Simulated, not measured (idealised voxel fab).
This is a process module. Its name is voxel plated lines.
For reference, the cross-section in this document is cut, with width 265 nm and square cells of 5 nm.
In what follows, cross-sections appear as grids of square cells, described through bands that run from the top down, where every band is one or more rows of cells.
A band entry consists of two parts. The first gives the height of the band's top and the height of its bottom, in nm. The rest lists the band's materials from left to right, each with its width in nm. A single material labelled with the word "full width" fills the band from edge to edge, and the word "air" marks empty space.
All heights in this document are referenced to 0, defined as the level beneath which the wafer, as received, consists entirely of one material. The lowest band is not bounded below; it extends indefinitely downward and is written in the form "z 0 and below".
The expression "30->40" gives the width at the extremes of the band, the first number at its top row of cells and the second at its bottom row, with the width changing by equal amounts from each row to the next in between.
"remained the same" (step): cross-section cells unchanged, all of them.
Reported under the label "Closed cavity list" are the empty spaces having no open way to the top and comprising 8 cells or more; the notation for each is width x height at distance, in which the distance is measured from the left edge and all three values are in nm.
On a step's line, text after the settings is the simulator commenting on that step.
overlay nm: mask offset rightward from planned place, masked step; negative means leftward offset.
Here's what the planned process steps look like:
1. RECEIVE: material Si
2. CONFORMAL_DEP: material SiO2, thk nm 5
3. DIRECTIONAL_DEP: material TiN, thk nm 5
4. PATTERN: tone open, mask id LINES, material resist, width nm 30, pitch nm 60, thk nm 30, overlay nm -15
5. EPI: material Ru, thk nm 10
6. EPI: material Ru, thk nm 10
7. STRIP: etch materials resist
8. DIRECTIONAL_ETCH: etch materials TiN, depth nm 5
9. CONFORMAL_DEP: material SiO2, thk nm 10
Variable across wafers: step 4 overlay nm (plan value is that of the first wafer; starting state common to all).
As received, i.e. after step 1: cross-section through the first of several wafers:
* z 0 and below = Si full width
* Closed cavity list: none
Below, a row for every wafer. Read it as the end-of-module picture: for each material the wafer shows its cells gained (+) or lost (-) since it was received, and then its closed voids:
overlay nm -15 | +48 Ru | +199 SiO2 | +12 TiN | Closed cavity list: none
overlay nm -10 | +48 Ru | +199 SiO2 | +12 TiN | Closed cavity list: none
overlay nm -5 | +48 Ru | +199 SiO2 | +12 TiN | Closed cavity list: none
overlay nm 0 | +48 Ru | +199 SiO2 | +12 TiN | Closed cavity list: none
overlay nm 5 | +48 Ru | +199 SiO2 | +12 TiN | Closed cavity list: none
overlay nm 10 | +48 Ru | +199 SiO2 | +12 TiN | Closed cavity list: none
overlay nm 15 | +48 Ru | +199 SiO2 | +12 TiN | Closed cavity list: none
